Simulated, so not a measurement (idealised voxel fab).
The document below concerns the process module designated voxel capacitor over wiring.
Square cells of 5 nm make up the cross-section cut, whose width is 240 nm.
Cross-section, as written here: a square-cell grid given band by band from the top down, where a band holds one or more rows of cells. Heights first: top, then bottom, in nm. Then materials, left to right, each with a width in nm. "throughout" on a single material: fills the band edge to edge. "air": empty space. Height reference: 0 = level under which incoming wafer is all one material. Lowest band: no bottom, runs on downward, e.g. "z 0 and below". The two numbers in a width such as "30->40" mark its ends across the band: the first belongs to the top row of cells, the second to the bottom row, and from each row to the next the width moves by the same amount. Any step labelled "identical to before" changed none of the cells in the cross-section. For the entry "Closed void listing", the listed items are empty spaces with no open way to the top whose size is 8 cells or more; each item follows the pattern width x height at distance, where distance is from the left edge and all three are in nm. Step line, after settings: the simulator's comment on this step. overlay nm: step with mask; distance mask lay right of planned place; negative value = left of planned place.

[Process steps foreseen in the plan]
- 1: op RECEIVE | material Si
- 2: op CONFORMAL_DEP | material SiO2 | thk nm 15
- 3: op DIRECTIONAL_DEP | material TiN | thk nm 5
- 4: op DIRECTIONAL_DEP | material W | thk nm 25
- 5: op MASKED_ETCH | tone cover | mask id METAL_1 | width nm 20 | pitch nm 80 | etch materials W | depth nm 25 | overlay nm 0
- 6: op MASKED_ETCH | tone cover | mask id METAL_1 | width nm 20 | pitch nm 80 | etch materials TiN | depth nm 5 | overlay nm 0
- 7: op CONFORMAL_DEP | material SiN | thk nm 5
- 8: op FILL_DEP | material lowk | thk nm 10
- 9: op CMP | height nm 45
- 10: op CONFORMAL_DEP | material SiCN | thk nm 5
- 11: op DIRECTIONAL_DEP | material SiO2 | thk nm 10
- 12: op MASKED_ETCH | tone open | mask id PLUG_1 | width nm 15 | etch materials SiO2 | depth nm 10 | overlay nm 0
- 13: op MASKED_ETCH | tone open | mask id PLUG_1 | width nm 15 | etch materials SiCN | depth nm 5 | overlay nm 0
- 14: op EPI | material Ru | thk nm 10
- 15: op EPI | material Ru | thk nm 5
- 16: op DIRECTIONAL_DEP | material TiN | thk nm 5
- 17: op DIRECTIONAL_DEP | material Al2O3 | thk nm 5
- 18: op DIRECTIONAL_DEP | material TiN | thk nm 10
- 19: op PATTERN | tone cover | mask id UPPER_PLATE | material resist | width nm 65 | thk nm 20 | overlay nm 0
- 20: op DIRECTIONAL_ETCH | etch materials TiN | depth nm 10
- 21: op DIRECTIONAL_ETCH | etch materials Al2O3 | depth nm 5
- 22: op STRIP | etch materials resist
- 23: op PATTERN | tone cover | mask id LOWER_PLATE | material resist | width nm 75 | thk nm 15 | overlay nm 0
- 24: op DIRECTIONAL_ETCH | etch materials TiN | depth nm 5
- 25: op STRIP | etch materials resist
- 26: op FILL_DEP | material SiO2 | thk nm 15
- 27: op CMP | height nm 90
- 28: op PATTERN | tone open | mask id PLUG_2 | material resist | width nm 15 | thk nm 20 | overlay nm 0
- 29: op DIRECTIONAL_ETCH | etch materials SiO2 | depth nm 10
- 30: op STRIP | etch materials resist
- 31: op CONFORMAL_DEP | material TiN | thk nm 5
- 32: op FILL_DEP | material Cu | thk nm 10
- 33: op CMP | height nm 90
- 34: op CONFORMAL_DEP | material SiN | thk nm 5

[As-received state of the wafer in cross-section, equivalent to post-step 1]
z 0 and below = Si throughout
Closed void listing: none

[Here's the cross-section of the first of our two wafers at the end of the module - it ran as planned]
z 95 to 90 = SiN throughout
z 90 to 85 = 85 nm SiO2; 5 nm TiN; 5 nm Cu; 5 nm TiN; 140 nm SiO2
z 85 to 80 = 85 nm SiO2; 15 nm TiN; 140 nm SiO2
z 80 to 70 = 75 nm SiO2; 65 nm TiN; 100 nm SiO2
z 70 to 65 = 75 nm SiO2; 65 nm Al2O3; 100 nm SiO2
z 65 to 60 = 70 nm SiO2; 75 nm TiN; 95 nm SiO2
z 60 to 50 = 75 nm SiO2; 15 nm Ru; 150 nm SiO2
z 50 to 45 = 75 nm SiCN; 15 nm Ru; 150 nm SiCN
z 45 to 20 = 65 nm lowk; 5 nm SiN; 20 nm W; 5 nm SiN; 50 nm lowk; 5 nm SiN; 20 nm W; 5 nm SiN; 65 nm lowk
z 20 to 15 = 70 nm SiN; 20 nm TiN; 60 nm SiN; 20 nm TiN; 70 nm SiN
z 15 to 0 = SiO2 throughout
z 0 and below = Si throughout
Closed void listing: none

[Module end: cross-section of wafer two of two. Same start and process plan as the first wafer. One mistake during execution]
z 95 to 90 = SiN throughout
z 90 to 80 = 85 nm SiO2; 15->55 nm TiN; 140->100 nm SiO2
z 80 to 75 = 90 nm SiO2; 50 nm TiN; 100 nm SiO2
z 75 to 70 = 75 nm SiO2; 15 nm TiN; 50 nm Al2O3; 100 nm SiO2
z 70 to 65 = 70 nm SiO2; 75 nm TiN; 95 nm SiO2
z 65 to 60 = 75 nm SiO2; 15 nm Al2O3; 150 nm SiO2
z 60 to 55 = 75 nm SiO2; 15 nm TiN; 150 nm SiO2
z 55 to 50 = SiO2 throughout
z 50 to 45 = SiCN throughout
z 45 to 20 = 65 nm lowk; 5 nm SiN; 20 nm W; 5 nm SiN; 50 nm lowk; 5 nm SiN; 20 nm W; 5 nm SiN; 65 nm lowk
z 20 to 15 = 70 nm SiN; 20 nm TiN; 60 nm SiN; 20 nm TiN; 70 nm SiN
z 15 to 0 = SiO2 throughout
z 0 and below = Si throughout
Closed void listing: none
Against the plan, the run slipped here: it should be noted that step 11 was executed with settings other than those planned, the operation and settings actually applied being op DIRECTIONAL_DEP | material SiO2 | thk nm 15
Per the end-of-run cell counts, the second wafer holds more or fewer of some materials than the first: Cu: 1 fewer, Ru: 9 fewer, SiCN: 3 more, SiO2: 8 more, TiN: 1 fewer
